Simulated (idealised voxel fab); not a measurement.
process module | voxel transistor to metal
cross-section cut | 290 nm wide | cells 5 nm
A cross-section is a grid of square cells, given in bands from the top down. A band is one or more rows of cells.
Each band's line starts with the height of the band's top and of its bottom, in nm. Then come its materials from left to right, each with its width in nm. One material with "throughout" fills the band from edge to edge. "air" is empty space.
Height 0 is the level under which the wafer as received is all one material. The lowest band goes on downwards, as in "0 down".
A width such as "30 to 40" changes by the same amount from each row of cells to the next, from the band's top row to its bottom row.
"no change" after a step means that no cell of the cross-section changed.
closed voids: empty space of 8 cells or more with no open way to the top, each as width x height at its distance from the left edge, in nm
after a step's settings: what the simulator itself notes on the step
overlay nm, on a step with a mask: how far to the right of its planned place the mask lay; to the left if negative
Each pair below shows a cross-section before one step and the cross-section after it, down to the lowest band that changed. The line under each pair gives the step between them, with its settings. The pairs can come from different runs of this module on the same starting wafer, so a pair continues from the pair above only where its "before" says so.
before
  0 down: Si throughout
  closed voids: none
after
  0 to -5: SiO2 throughout
  below -5: unchanged
  closed voids: none
the step between: op OXIDIZE | depth nm 5
before: the cross-section after the pair above
after
  10 to 0: SiN throughout
  below 0: unchanged
  closed voids: none
the step between: op CONFORMAL_DEP | material SiN | thk nm 10
before: the cross-section after the pair above
after
  25 to 10: air 15 | resist 115 | air 25 | resist 115 | air 20
  below 10: unchanged
  closed voids: none
the step between: op PATTERN | tone cover | mask id ACTIVE | material resist | width nm 115 | pitch nm 140 | thk nm 15 | overlay nm 0
before: the cross-section after the pair above
after
  25 to 10: air 15 | resist 115 | air 25 | resist 115 | air 20
  10 to 0: air 15 | SiN 115 | air 25 | SiN 115 | air 20
  below 0: unchanged
  closed voids: none
the step between: op DIRECTIONAL_ETCH | etch materials SiN | depth nm 10
before: the cross-section after the pair above
after
  25 to 10: air 15 | resist 115 | air 25 | resist 115 | air 20
  10 to 0: air 15 | SiN 115 | air 25 | SiN 115 | air 20
  0 to -5: air 15 | SiO2 115 | air 25 | SiO2 115 | air 20
  below -5: unchanged
  closed voids: none
the step between: op DIRECTIONAL_ETCH | etch materials SiO2 | depth nm 5
before: the cross-section after the pair above
after
  25 to 10: air 15 | resist 115 | air 25 | resist 115 | air 20
  10 to 0: air 15 | SiN 115 | air 25 | SiN 115 | air 20
  0 to -5: air 15 | SiO2 115 | air 25 | SiO2 115 | air 20
  -5 to -25: air 15 | Si 115 | air 25 | Si 115 | air 20
  below -25: unchanged
  closed voids: none
the step between: op DIRECTIONAL_ETCH | etch materials Si | depth nm 20
before: the cross-section after the pair above
after
  10 to 0: air 15 | SiN 115 | air 25 | SiN 115 | air 20
  below 0: unchanged
  closed voids: none
the step between: op STRIP | etch materials resist
before: the cross-section after the pair above
after
  20 to 10: SiO2 throughout
  10 to 0: SiO2 15 | SiN 115 | SiO2 25 | SiN 115 | SiO2 20
  0 to -5: SiO2 throughout
  -5 to -25: SiO2 15 | Si 115 | SiO2 25 | Si 115 | SiO2 20
  below -25: unchanged
  closed voids: none
the step between: op FILL_DEP | material SiO2 | thk nm 10
before: the cross-section after the pair above
after
  10 to 0: SiO2 15 | SiN 115 | SiO2 25 | SiN 115 | SiO2 20
  below 0: unchanged
  closed voids: none
the step between: op CMP | height nm 10
before: the cross-section after the pair above
after
  10 to 5: air 15 | SiN 115 | air 25 | SiN 115 | air 20
  below 5: unchanged
  closed voids: none
the step between: op SELECTIVE_ETCH | etch materials SiO2 | depth nm 5
before: the cross-section after the pair above
after
  5 to 0: SiO2 15 | air 115 | SiO2 25 | air 115 | SiO2 20
  below 0: unchanged
  closed voids: none
the step between: op STRIP | etch materials SiN
before: the cross-section after the pair above
after
  0 to -5: SiO2 10 | air 125 | SiO2 15 | air 125 | SiO2 15
  below -5: unchanged
  closed voids: none
the step between: op SELECTIVE_ETCH | etch materials SiO2 | depth nm 5
before: the cross-section after the pair above
after
  0 to -5: SiO2 10 | air 125 | SiO2 15 | air 125 | SiO2 15
  -5 to -10: SiO2 throughout
  below -10: unchanged
  closed voids: none
the step between: op OXIDIZE | depth nm 5
before: the cross-section after the pair above
after
  30 to 25: polySi 10 | air 125 | polySi 15 | air 125 | polySi 15
  25 to 0: polySi throughout
  0 to -5: SiO2 10 | polySi 125 | SiO2 15 | polySi 125 | SiO2 15
  below -5: unchanged
  closed voids: none
the step between: op DIRECTIONAL_DEP | material polySi | thk nm 30
before: the cross-section after the pair above
after
  45 to 40: SiCN 10 | air 125 | SiCN 15 | air 125 | SiCN 15
  40 to 30: SiCN throughout
  30 to 25: polySi 10 | SiCN 125 | polySi 15 | SiCN 125 | polySi 15
  below 25: unchanged
  closed voids: none
the step between: op DIRECTIONAL_DEP | material SiCN | thk nm 15
before: the cross-section after the pair above
after
  55 to 50: aC 10 | air 125 | aC 15 | air 125 | aC 15
  50 to 45: aC throughout
  45 to 40: SiCN 10 | aC 125 | SiCN 15 | aC 125 | SiCN 15
  below 40: unchanged
  closed voids: none
the step between: op DIRECTIONAL_DEP | material aC | thk nm 10
before: the cross-section after the pair above
after
  80 to 55: air 60 | resist 25 | air 115 | resist 25 | air 65
  55 to 50: aC 10 | air 50 | resist 25 | air 50 | aC 15 | air 50 | resist 25 | air 50 | aC 15
  below 50: unchanged
  closed voids: none
the step between: op PATTERN | tone cover | mask id GATE | material resist | width nm 25 | pitch nm 140 | thk nm 25 | overlay nm 0
before: the cross-section after the pair above
after
  70 to 50: air 60 | resist 25 | air 115 | resist 25 | air 65
  50 to 45: air 60 | aC 25 | air 115 | aC 25 | air 65
  45 to 40: SiCN 10 | air 50 | aC 25 | air 50 | SiCN 15 | air 50 | aC 25 | air 50 | SiCN 15
  below 40: unchanged
  closed voids: none
the step between: op DIRECTIONAL_ETCH | etch materials aC | depth nm 10
before: the cross-section after the pair above
after
  50 to 45: air 60 | aC 25 | air 115 | aC 25 | air 65
  below 45: unchanged
  closed voids: none
the step between: op STRIP | etch materials resist
before: the cross-section after the pair above
after
  50 to 40: air 60 | aC 25 | air 115 | aC 25 | air 65
  40 to 30: air 60 | SiCN 25 | air 115 | SiCN 25 | air 65
  30 to 25: polySi 10 | air 50 | SiCN 25 | air 50 | polySi 15 | air 50 | SiCN 25 | air 50 | polySi 15
  below 25: unchanged
  closed voids: none
the step between: op DIRECTIONAL_ETCH | etch materials SiCN | depth nm 25
before: the cross-section after the pair above
after
  50 to 40: air 60 | aC 25 | air 115 | aC 25 | air 65
  40 to 25: air 60 | SiCN 25 | air 115 | SiCN 25 | air 65
  25 to 0: air 60 | polySi 25 | air 115 | polySi 25 | air 65
  0 to -5: SiO2 10 | air 50 | polySi 25 | air 50 | SiO2 15 | air 50 | polySi 25 | air 50 | SiO2 15
  below -5: unchanged
  closed voids: none
the step between: op DIRECTIONAL_ETCH | etch materials polySi | depth nm 40
before: the cross-section after the pair above
after
  40 to 25: air 60 | SiCN 25 | air 115 | SiCN 25 | air 65
  below 25: unchanged
  closed voids: none
the step between: op STRIP | etch materials aC
before: the cross-section after the pair above
after
  45 to 40: air 55 | SiO2 35 | air 105 | SiO2 35 | air 60
  40 to 25: air 55 | SiO2 5 | SiCN 25 | SiO2 5 | air 105 | SiO2 5 | SiCN 25 | SiO2 5 | air 60
  25 to 5: air 55 | SiO2 5 | polySi 25 | SiO2 5 | air 105 | SiO2 5 | polySi 25 | SiO2 5 | air 60
  5 to 0: SiO2 15 | air 40 | SiO2 5 | polySi 25 | SiO2 5 | air 40 | SiO2 25 | air 40 | SiO2 5 | polySi 25 | SiO2 5 | air 40 | SiO2 20
  0 to -5: SiO2 60 | polySi 25 | SiO2 115 | polySi 25 | SiO2 65
  below -5: unchanged
  closed voids: none
the step between: op CONFORMAL_DEP | material SiO2 | thk nm 5
before: the cross-section after the pair above
after
  40 to 25: air 55 | SiO2 5 | SiCN 25 | SiO2 5 | air 105 | SiO2 5 | SiCN 25 | SiO2 5 | air 60
  25 to 0: air 55 | SiO2 5 | polySi 25 | SiO2 5 | air 105 | SiO2 5 | polySi 25 | SiO2 5 | air 60
  0 to -5: SiO2 15 | air 40 | SiO2 5 | polySi 25 | SiO2 5 | air 40 | SiO2 25 | air 40 | SiO2 5 | polySi 25 | SiO2 5 | air 40 | SiO2 20
  below -5: unchanged
  closed voids: none
the step between: op DIRECTIONAL_ETCH | etch materials SiO2 | depth nm 5
before: the cross-section after the pair above
after
  50 to 40: air 45 | SiN 55 | air 85 | SiN 55 | air 50
  40 to 25: air 45 | SiN 10 | SiO2 5 | SiCN 25 | SiO2 5 | SiN 10 | air 85 | SiN 10 | SiO2 5 | SiCN 25 | SiO2 5 | SiN 10 | air 50
  25 to 10: air 45 | SiN 10 | SiO2 5 | polySi 25 | SiO2 5 | SiN 10 | air 85 | SiN 10 | SiO2 5 | polySi 25 | SiO2 5 | SiN 10 | air 50
  10 to 5: SiN 25 | air 20 | SiN 10 | SiO2 5 | polySi 25 | SiO2 5 | SiN 10 | air 20 | SiN 45 | air 20 | SiN 10 | SiO2 5 | polySi 25 | SiO2 5 | SiN 10 | air 20 | SiN 30
  5 to 0: SiN 55 | SiO2 5 | polySi 25 | SiO2 5 | SiN 105 | SiO2 5 | polySi 25 | SiO2 5 | SiN 60
  0 to -5: SiO2 15 | SiN 40 | SiO2 5 | polySi 25 | SiO2 5 | SiN 40 | SiO2 25 | SiN 40 | SiO2 5 | polySi 25 | SiO2 5 | SiN 40 | SiO2 20
  below -5: unchanged
  closed voids: none
the step between: op CONFORMAL_DEP | material SiN | thk nm 10
before: the cross-section after the pair above
after
  40 to 25: air 45 | SiN 10 | SiO2 5 | SiCN 25 | SiO2 5 | SiN 10 | air 85 | SiN 10 | SiO2 5 | SiCN 25 | SiO2 5 | SiN 10 | air 50
  25 to 0: air 45 | SiN 10 | SiO2 5 | polySi 25 | SiO2 5 | SiN 10 | air 85 | SiN 10 | SiO2 5 | polySi 25 | SiO2 5 | SiN 10 | air 50
  0 to -5: SiO2 15 | SiN 10 | air 20 | SiN 10 | SiO2 5 | polySi 25 | SiO2 5 | SiN 10 | air 20 | SiN 10 | SiO2 25 | SiN 10 | air 20 | SiN 10 | SiO2 5 | polySi 25 | SiO2 5 | SiN 10 | air 20 | SiN 10 | SiO2 20
  below -5: unchanged
  closed voids: none
the step between: op DIRECTIONAL_ETCH | etch materials SiN | depth nm 10
before: the cross-section after the pair above
after
  40 to 35: air 45 | SiN 10 | air 5 | SiCN 25 | air 5 | SiN 10 | air 85 | SiN 10 | air 5 | SiCN 25 | air 5 | SiN 10 | air 50
  35 to 25: air 45 | SiN 10 | SiO2 5 | SiCN 25 | SiO2 5 | SiN 10 | air 85 | SiN 10 | SiO2 5 | SiCN 25 | SiO2 5 | SiN 10 | air 50
  25 to 0: air 45 | SiN 10 | SiO2 5 | polySi 25 | SiO2 5 | SiN 10 | air 85 | SiN 10 | SiO2 5 | polySi 25 | SiO2 5 | SiN 10 | air 50
  0 to -5: air 15 | SiN 10 | air 20 | SiN 10 | SiO2 5 | polySi 25 | SiO2 5 | SiN 10 | air 20 | SiN 10 | air 25 | SiN 10 | air 20 | SiN 10 | SiO2 5 | polySi 25 | SiO2 5 | SiN 10 | air 20 | SiN 10 | air 20
  -5 to -10: SiO2 25 | air 20 | SiO2 55 | air 20 | SiO2 45 | air 20 | SiO2 55 | air 20 | SiO2 30
  below -10: unchanged
  closed voids: none
the step between: op DIRECTIONAL_ETCH | etch materials SiO2 | depth nm 5
before: the cross-section after the pair above
after
  40 to 35: air 45 | SiN 10 | air 5 | SiCN 25 | air 5 | SiN 10 | air 85 | SiN 10 | air 5 | SiCN 25 | air 5 | SiN 10 | air 50
  35 to 25: air 45 | SiN 10 | SiO2 5 | SiCN 25 | SiO2 5 | SiN 10 | air 85 | SiN 10 | SiO2 5 | SiCN 25 | SiO2 5 | SiN 10 | air 50
  25 to 0: air 45 | SiN 10 | SiO2 5 | polySi 25 | SiO2 5 | SiN 10 | air 85 | SiN 10 | SiO2 5 | polySi 25 | SiO2 5 | SiN 10 | air 50
  0 to -5: air 15 | SiN 10 | air 20 | SiN 10 | SiO2 5 | polySi 25 | SiO2 5 | SiN 10 | air 20 | SiN 10 | air 25 | SiN 10 | air 20 | SiN 10 | SiO2 5 | polySi 25 | SiO2 5 | SiN 10 | air 20 | SiN 10 | air 20
  -5 to -10: SiO2 25 | air 20 | SiO2 55 | air 20 | SiO2 45 | air 20 | SiO2 55 | air 20 | SiO2 30
  -10 to -25: SiO2 15 | Si 10 | air 20 | Si 55 | air 20 | Si 10 | SiO2 25 | Si 10 | air 20 | Si 55 | air 20 | Si 10 | SiO2 20
  below -25: unchanged
  closed voids: none
the step between: op DIRECTIONAL_ETCH | etch materials Si | depth nm 15
before: the cross-section after the pair above
after
  40 to 35: air 45 | SiN 10 | air 5 | SiCN 25 | air 5 | SiN 10 | air 85 | SiN 10 | air 5 | SiCN 25 | air 5 | SiN 10 | air 50
  35 to 25: air 45 | SiN 10 | SiO2 5 | SiCN 25 | SiO2 5 | SiN 10 | air 85 | SiN 10 | SiO2 5 | SiCN 25 | SiO2 5 | SiN 10 | air 50
  25 to 5: air 45 | SiN 10 | SiO2 5 | polySi 25 | SiO2 5 | SiN 10 | air 85 | SiN 10 | SiO2 5 | polySi 25 | SiO2 5 | SiN 10 | air 50
  5 to 0: air 20 | SiGe 25 | SiN 10 | SiO2 5 | polySi 25 | SiO2 5 | SiN 10 | SiGe 25 | air 35 | SiGe 25 | SiN 10 | SiO2 5 | polySi 25 | SiO2 5 | SiN 10 | SiGe 25 | air 25
  0 to -5: air 15 | SiN 10 | SiGe 20 | SiN 10 | SiO2 5 | polySi 25 | SiO2 5 | SiN 10 | SiGe 20 | SiN 10 | air 25 | SiN 10 | SiGe 20 | SiN 10 | SiO2 5 | polySi 25 | SiO2 5 | SiN 10 | SiGe 20 | SiN 10 | air 20
  -5 to -10: SiO2 25 | SiGe 20 | SiO2 55 | SiGe 20 | SiO2 45 | SiGe 20 | SiO2 55 | SiGe 20 | SiO2 30
  -10 to -25: SiO2 15 | Si 10 | SiGe 20 | Si 55 | SiGe 20 | Si 10 | SiO2 25 | Si 10 | SiGe 20 | Si 55 | SiGe 20 | Si 10 | SiO2 20
  below -25: unchanged
  closed voids: none
the step between: op EPI | material SiGe | thk nm 15
before: the cross-section after the pair above
after
  45 to 40: SiO2 throughout
  40 to 25: SiO2 45 | SiN 10 | SiO2 5 | SiCN 25 | SiO2 5 | SiN 10 | SiO2 85 | SiN 10 | SiO2 5 | SiCN 25 | SiO2 5 | SiN 10 | SiO2 50
  25 to 5: SiO2 45 | SiN 10 | SiO2 5 | polySi 25 | SiO2 5 | SiN 10 | SiO2 85 | SiN 10 | SiO2 5 | polySi 25 | SiO2 5 | SiN 10 | SiO2 50
  5 to 0: SiO2 20 | SiGe 25 | SiN 10 | SiO2 5 | polySi 25 | SiO2 5 | SiN 10 | SiGe 25 | SiO2 35 | SiGe 25 | SiN 10 | SiO2 5 | polySi 25 | SiO2 5 | SiN 10 | SiGe 25 | SiO2 25
  0 to -5: SiO2 15 | SiN 10 | SiGe 20 | SiN 10 | SiO2 5 | polySi 25 | SiO2 5 | SiN 10 | SiGe 20 | SiN 10 | SiO2 25 | SiN 10 | SiGe 20 | SiN 10 | SiO2 5 | polySi 25 | SiO2 5 | SiN 10 | SiGe 20 | SiN 10 | SiO2 20
  below -5: unchanged
  closed voids: none
the step between: op FILL_DEP | material SiO2 | thk nm 5
before: the cross-section after the pair above
after
  40 to 25: SiO2 45 | SiN 10 | SiO2 5 | SiCN 25 | SiO2 5 | SiN 10 | SiO2 85 | SiN 10 | SiO2 5 | SiCN 25 | SiO2 5 | SiN 10 | SiO2 50
  below 25: unchanged
  closed voids: none
the step between: op CMP | height nm 40
before: the cross-section after the pair above
after
  55 to 40: SiO2 throughout
  below 40: unchanged
  closed voids: none
the step between: op DIRECTIONAL_DEP | material SiO2 | thk nm 15
before: the cross-section after the pair above
after
  55 to 40: SiO2 25 | air 30 | SiO2 35 | air 30 | SiO2 45 | air 30 | SiO2 35 | air 30 | SiO2 30
  40 to 25: SiO2 25 | air 20 | SiN 10 | SiO2 5 | SiCN 25 | SiO2 5 | SiN 10 | air 20 | SiO2 45 | air 20 | SiN 10 | SiO2 5 | SiCN 25 | SiO2 5 | SiN 10 | air 20 | SiO2 30
  25 to 5: SiO2 25 | air 20 | SiN 10 | SiO2 5 | polySi 25 | SiO2 5 | SiN 10 | air 20 | SiO2 45 | air 20 | SiN 10 | SiO2 5 | polySi 25 | SiO2 5 | SiN 10 | air 20 | SiO2 30
  below 5: unchanged
  closed voids: none
the step between: op MASKED_ETCH | tone open | mask id CONTACT | width nm 30 | etch materials SiO2 | depth nm 50 | overlay nm 0
before: the cross-section after the pair above
after
  60 to 55: TiN 30 | air 20 | TiN 45 | air 20 | TiN 55 | air 20 | TiN 45 | air 20 | TiN 35
  55 to 45: SiO2 25 | TiN 5 | air 20 | TiN 5 | SiO2 35 | TiN 5 | air 20 | TiN 5 | SiO2 45 | TiN 5 | air 20 | TiN 5 | SiO2 35 | TiN 5 | air 20 | TiN 5 | SiO2 30
  45 to 40: SiO2 25 | TiN 5 | air 10 | TiN 15 | SiO2 35 | TiN 15 | air 10 | TiN 5 | SiO2 45 | TiN 5 | air 10 | TiN 15 | SiO2 35 | TiN 15 | air 10 | TiN 5 | SiO2 30
  40 to 25: SiO2 25 | TiN 5 | air 10 | TiN 5 | SiN 10 | SiO2 5 | SiCN 25 | SiO2 5 | SiN 10 | TiN 5 | air 10 | TiN 5 | SiO2 45 | TiN 5 | air 10 | TiN 5 | SiN 10 | SiO2 5 | SiCN 25 | SiO2 5 | SiN 10 | TiN 5 | air 10 | TiN 5 | SiO2 30
  25 to 10: SiO2 25 | TiN 5 | air 10 | TiN 5 | SiN 10 | SiO2 5 | polySi 25 | SiO2 5 | SiN 10 | TiN 5 | air 10 | TiN 5 | SiO2 45 | TiN 5 | air 10 | TiN 5 | SiN 10 | SiO2 5 | polySi 25 | SiO2 5 | SiN 10 | TiN 5 | air 10 | TiN 5 | SiO2 30
  10 to 5: SiO2 25 | TiN 20 | SiN 10 | SiO2 5 | polySi 25 | SiO2 5 | SiN 10 | TiN 20 | SiO2 45 | TiN 20 | SiN 10 | SiO2 5 | polySi 25 | SiO2 5 | SiN 10 | TiN 20 | SiO2 30
  below 5: unchanged
  closed voids: none
the step between: op CONFORMAL_DEP | material TiN | thk nm 5
before: the cross-section after the pair above
after
  65 to 60: W throughout
  60 to 55: TiN 30 | W 20 | TiN 45 | W 20 | TiN 55 | W 20 | TiN 45 | W 20 | TiN 35
  55 to 45: SiO2 25 | TiN 5 | W 20 | TiN 5 | SiO2 35 | TiN 5 | W 20 | TiN 5 | SiO2 45 | TiN 5 | W 20 | TiN 5 | SiO2 35 | TiN 5 | W 20 | TiN 5 | SiO2 30
  45 to 40: SiO2 25 | TiN 5 | W 10 | TiN 15 | SiO2 35 | TiN 15 | W 10 | TiN 5 | SiO2 45 | TiN 5 | W 10 | TiN 15 | SiO2 35 | TiN 15 | W 10 | TiN 5 | SiO2 30
  40 to 25: SiO2 25 | TiN 5 | W 10 | TiN 5 | SiN 10 | SiO2 5 | SiCN 25 | SiO2 5 | SiN 10 | TiN 5 | W 10 | TiN 5 | SiO2 45 | TiN 5 | W 10 | TiN 5 | SiN 10 | SiO2 5 | SiCN 25 | SiO2 5 | SiN 10 | TiN 5 | W 10 | TiN 5 | SiO2 30
  25 to 10: SiO2 25 | TiN 5 | W 10 | TiN 5 | SiN 10 | SiO2 5 | polySi 25 | SiO2 5 | SiN 10 | TiN 5 | W 10 | TiN 5 | SiO2 45 | TiN 5 | W 10 | TiN 5 | SiN 10 | SiO2 5 | polySi 25 | SiO2 5 | SiN 10 | TiN 5 | W 10 | TiN 5 | SiO2 30
  below 10: unchanged
  closed voids: none
the step between: op FILL_DEP | material W | thk nm 5
before: the cross-section after the pair above
after
  55 to 45: SiO2 25 | TiN 5 | W 20 | TiN 5 | SiO2 35 | TiN 5 | W 20 | TiN 5 | SiO2 45 | TiN 5 | W 20 | TiN 5 | SiO2 35 | TiN 5 | W 20 | TiN 5 | SiO2 30
  below 45: unchanged
  closed voids: none
the step between: op CMP | height nm 55
before: the cross-section after the pair above
after
  60 to 55: SiN throughout
  below 55: unchanged
  closed voids: none
the step between: op CONFORMAL_DEP | material SiN | thk nm 5
before: the cross-section after the pair above
after
  75 to 60: lowk throughout
  below 60: unchanged
  closed voids: none
the step between: op DIRECTIONAL_DEP | material lowk | thk nm 15
before: the cross-section after the pair above
after
  75 to 60: lowk 25 | air 20 | lowk 55 | air 20 | lowk 45 | air 20 | lowk 55 | air 20 | lowk 30
  below 60: unchanged
  closed voids: none
the step between: op MASKED_ETCH | tone open | mask id METAL_1 | width nm 20 | etch materials lowk | depth nm 15 | overlay nm 0
before: the cross-section after the pair above
after
  75 to 60: lowk 25 | air 20 | lowk 55 | air 20 | lowk 45 | air 20 | lowk 55 | air 20 | lowk 30
  60 to 55: SiN 25 | air 20 | SiN 55 | air 20 | SiN 45 | air 20 | SiN 55 | air 20 | SiN 30
  below 55: unchanged
  closed voids: none
the step between: op MASKED_ETCH | tone open | mask id METAL_1 | width nm 20 | etch materials SiN | depth nm 5 | overlay nm 0
before: the cross-section after the pair above
after
  80 to 75: TiN 30 | air 10 | TiN 65 | air 10 | TiN 55 | air 10 | TiN 65 | air 10 | TiN 35
  75 to 60: lowk 25 | TiN 5 | air 10 | TiN 5 | lowk 55 | TiN 5 | air 10 | TiN 5 | lowk 45 | TiN 5 | air 10 | TiN 5 | lowk 55 | TiN 5 | air 10 | TiN 5 | lowk 30
  60 to 55: SiN 25 | TiN 20 | SiN 55 | TiN 20 | SiN 45 | TiN 20 | SiN 55 | TiN 20 | SiN 30
  below 55: unchanged
  closed voids: none
the step between: op CONFORMAL_DEP | material TiN | thk nm 5
before: the cross-section after the pair above
after
  90 to 80: Cu throughout
  80 to 75: TiN 30 | Cu 10 | TiN 65 | Cu 10 | TiN 55 | Cu 10 | TiN 65 | Cu 10 | TiN 35
  75 to 60: lowk 25 | TiN 5 | Cu 10 | TiN 5 | lowk 55 | TiN 5 | Cu 10 | TiN 5 | lowk 45 | TiN 5 | Cu 10 | TiN 5 | lowk 55 | TiN 5 | Cu 10 | TiN 5 | lowk 30
  below 60: unchanged
  closed voids: none
the step between: op FILL_DEP | material Cu | thk nm 10
before: the cross-section after the pair above
after
  75 to 60: lowk 25 | TiN 5 | Cu 10 | TiN 5 | lowk 55 | TiN 5 | Cu 10 | TiN 5 | lowk 45 | TiN 5 | Cu 10 | TiN 5 | lowk 55 | TiN 5 | Cu 10 | TiN 5 | lowk 30
  below 60: unchanged
  closed voids: none
the step between: op CMP | height nm 75
before: the cross-section after the pair above
after
  80 to 75: air 20 | Ru 30 | air 45 | Ru 30 | air 35 | Ru 30 | air 45 | Ru 30 | air 25
  below 75: unchanged
  closed voids: none
the step between: op EPI | material Ru | thk nm 5
before: the cross-section after the pair above
after
  85 to 80: SiCN throughout
  80 to 75: SiCN 20 | Ru 30 | SiCN 45 | Ru 30 | SiCN 35 | Ru 30 | SiCN 45 | Ru 30 | SiCN 25
  below 75: unchanged
  closed voids: none
the step between: op FILL_DEP | material SiCN | thk nm 5
before
  40 to 25: air 60 | SiCN 25 | air 115 | SiCN 25 | air 65
  25 to 0: air 60 | polySi 25 | air 115 | polySi 25 | air 65
  0 to -5: SiO2 10 | air 50 | polySi 25 | air 50 | SiO2 15 | air 50 | polySi 25 | air 50 | SiO2 15
  -5 to -10: SiO2 throughout
  -10 to -25: SiO2 15 | Si 115 | SiO2 25 | Si 115 | SiO2 20
  -25 down: Si throughout
  closed voids: none
after
  40 to 25: air 60 | SiCN 25 | air 115 | SiCN 25 | air 65
  25 to -5: air 60 | polySi 25 | air 115 | polySi 25 | air 65
  -5 to -10: SiO2 10 | air 50 | SiO2 25 | air 50 | SiO2 15 | air 50 | SiO2 25 | air 50 | SiO2 15
  below -10: unchanged
  closed voids: none
the step between: op DIRECTIONAL_ETCH | etch materials SiO2 | depth nm 5
before: the cross-section after the pair above
after
  50 to 40: air 50 | SiN 45 | air 95 | SiN 45 | air 55
  40 to 25: air 50 | SiN 10 | SiCN 25 | SiN 10 | air 95 | SiN 10 | SiCN 25 | SiN 10 | air 55
  25 to 5: air 50 | SiN 10 | polySi 25 | SiN 10 | air 95 | SiN 10 | polySi 25 | SiN 10 | air 55
  5 to 0: SiN 20 | air 30 | SiN 10 | polySi 25 | SiN 10 | air 30 | SiN 35 | air 30 | SiN 10 | polySi 25 | SiN 10 | air 30 | SiN 25
  0 to -5: SiN 60 | polySi 25 | SiN 115 | polySi 25 | SiN 65
  -5 to -10: SiO2 10 | SiN 50 | SiO2 25 | SiN 50 | SiO2 15 | SiN 50 | SiO2 25 | SiN 50 | SiO2 15
  below -10: unchanged
  closed voids: none
the step between: op CONFORMAL_DEP | material SiN | thk nm 10
before: the cross-section after the pair above
after
  40 to 25: air 50 | SiN 10 | SiCN 25 | SiN 10 | air 95 | SiN 10 | SiCN 25 | SiN 10 | air 55
  25 to -5: air 50 | SiN 10 | polySi 25 | SiN 10 | air 95 | SiN 10 | polySi 25 | SiN 10 | air 55
  -5 to -10: SiO2 10 | SiN 10 | air 30 | SiN 10 | SiO2 25 | SiN 10 | air 30 | SiN 10 | SiO2 15 | SiN 10 | air 30 | SiN 10 | SiO2 25 | SiN 10 | air 30 | SiN 10 | SiO2 15
  below -10: unchanged
  closed voids: none
the step between: op DIRECTIONAL_ETCH | etch materials SiN | depth nm 10
before: the cross-section after the pair above
after
  40 to 25: air 50 | SiN 10 | SiCN 25 | SiN 10 | air 95 | SiN 10 | SiCN 25 | SiN 10 | air 55
  25 to -5: air 50 | SiN 10 | polySi 25 | SiN 10 | air 95 | SiN 10 | polySi 25 | SiN 10 | air 55
  -5 to -10: air 10 | SiN 10 | air 30 | SiN 10 | SiO2 25 | SiN 10 | air 30 | SiN 10 | air 15 | SiN 10 | air 30 | SiN 10 | SiO2 25 | SiN 10 | air 30 | SiN 10 | air 15
  below -10: unchanged
  closed voids: none
the step between: op DIRECTIONAL_ETCH | etch materials SiO2 | depth nm 5
before: the cross-section after the pair above
after
  40 to 25: air 50 | SiN 10 | SiCN 25 | SiN 10 | air 95 | SiN 10 | SiCN 25 | SiN 10 | air 55
  25 to -5: air 50 | SiN 10 | polySi 25 | SiN 10 | air 95 | SiN 10 | polySi 25 | SiN 10 | air 55
  -5 to -10: air 10 | SiN 10 | air 30 | SiN 10 | SiO2 25 | SiN 10 | air 30 | SiN 10 | air 15 | SiN 10 | air 30 | SiN 10 | SiO2 25 | SiN 10 | air 30 | SiN 10 | air 15
  -10 to -25: SiO2 15 | Si 5 | air 30 | Si 45 | air 30 | Si 5 | SiO2 25 | Si 5 | air 30 | Si 45 | air 30 | Si 5 | SiO2 20
  below -25: unchanged
  closed voids: none
the step between: op DIRECTIONAL_ETCH | etch materials Si | depth nm 15
before: the cross-section after the pair above
after
  40 to 25: air 50 | SiN 10 | SiCN 25 | SiN 10 | air 95 | SiN 10 | SiCN 25 | SiN 10 | air 55
  25 to 5: air 50 | SiN 10 | polySi 25 | SiN 10 | air 95 | SiN 10 | polySi 25 | SiN 10 | air 55
  5 to -5: air 10 | SiGe 40 | SiN 10 | polySi 25 | SiN 10 | SiGe 40 | air 15 | SiGe 40 | SiN 10 | polySi 25 | SiN 10 | SiGe 40 | air 15
  -5 to -10: air 10 | SiN 10 | SiGe 30 | SiN 10 | SiO2 25 | SiN 10 | SiGe 30 | SiN 10 | air 15 | SiN 10 | SiGe 30 | SiN 10 | SiO2 25 | SiN 10 | SiGe 30 | SiN 10 | air 15
  -10 to -25: SiO2 15 | Si 5 | SiGe 30 | Si 45 | SiGe 30 | Si 5 | SiO2 25 | Si 5 | SiGe 30 | Si 45 | SiGe 30 | Si 5 | SiO2 20
  below -25: unchanged
  closed voids: none
the step between: op EPI | material SiGe | thk nm 15
before: the cross-section after the pair above
after
  45 to 40: SiO2 throughout
  40 to 25: SiO2 50 | SiN 10 | SiCN 25 | SiN 10 | SiO2 95 | SiN 10 | SiCN 25 | SiN 10 | SiO2 55
  25 to 5: SiO2 50 | SiN 10 | polySi 25 | SiN 10 | SiO2 95 | SiN 10 | polySi 25 | SiN 10 | SiO2 55
  5 to -5: SiO2 10 | SiGe 40 | SiN 10 | polySi 25 | SiN 10 | SiGe 40 | SiO2 15 | SiGe 40 | SiN 10 | polySi 25 | SiN 10 | SiGe 40 | SiO2 15
  -5 to -10: SiO2 10 | SiN 10 | SiGe 30 | SiN 10 | SiO2 25 | SiN 10 | SiGe 30 | SiN 10 | SiO2 15 | SiN 10 | SiGe 30 | SiN 10 | SiO2 25 | SiN 10 | SiGe 30 | SiN 10 | SiO2 15
  below -10: unchanged
  closed voids: none
the step between: op FILL_DEP | material SiO2 | thk nm 5
before: the cross-section after the pair above
after
  40 to 25: SiO2 50 | SiN 10 | SiCN 25 | SiN 10 | SiO2 95 | SiN 10 | SiCN 25 | SiN 10 | SiO2 55
  below 25: unchanged
  closed voids: none
the step between: op CMP | height nm 40
before: the cross-section after the pair above
after
  55 to 40: SiO2 throughout
  below 40: unchanged
  closed voids: none
the step between: op DIRECTIONAL_DEP | material SiO2 | thk nm 15
before: the cross-section after the pair above
after
  55 to 40: SiO2 25 | air 30 | SiO2 35 | air 30 | SiO2 45 | air 30 | SiO2 35 | air 30 | SiO2 30
  40 to 25: SiO2 25 | air 25 | SiN 10 | SiCN 25 | SiN 10 | air 25 | SiO2 45 | air 25 | SiN 10 | SiCN 25 | SiN 10 | air 25 | SiO2 30
  25 to 5: SiO2 25 | air 25 | SiN 10 | polySi 25 | SiN 10 | air 25 | SiO2 45 | air 25 | SiN 10 | polySi 25 | SiN 10 | air 25 | SiO2 30
  below 5: unchanged
  closed voids: none
the step between: op MASKED_ETCH | tone open | mask id CONTACT | width nm 30 | etch materials SiO2 | depth nm 50 | overlay nm 0
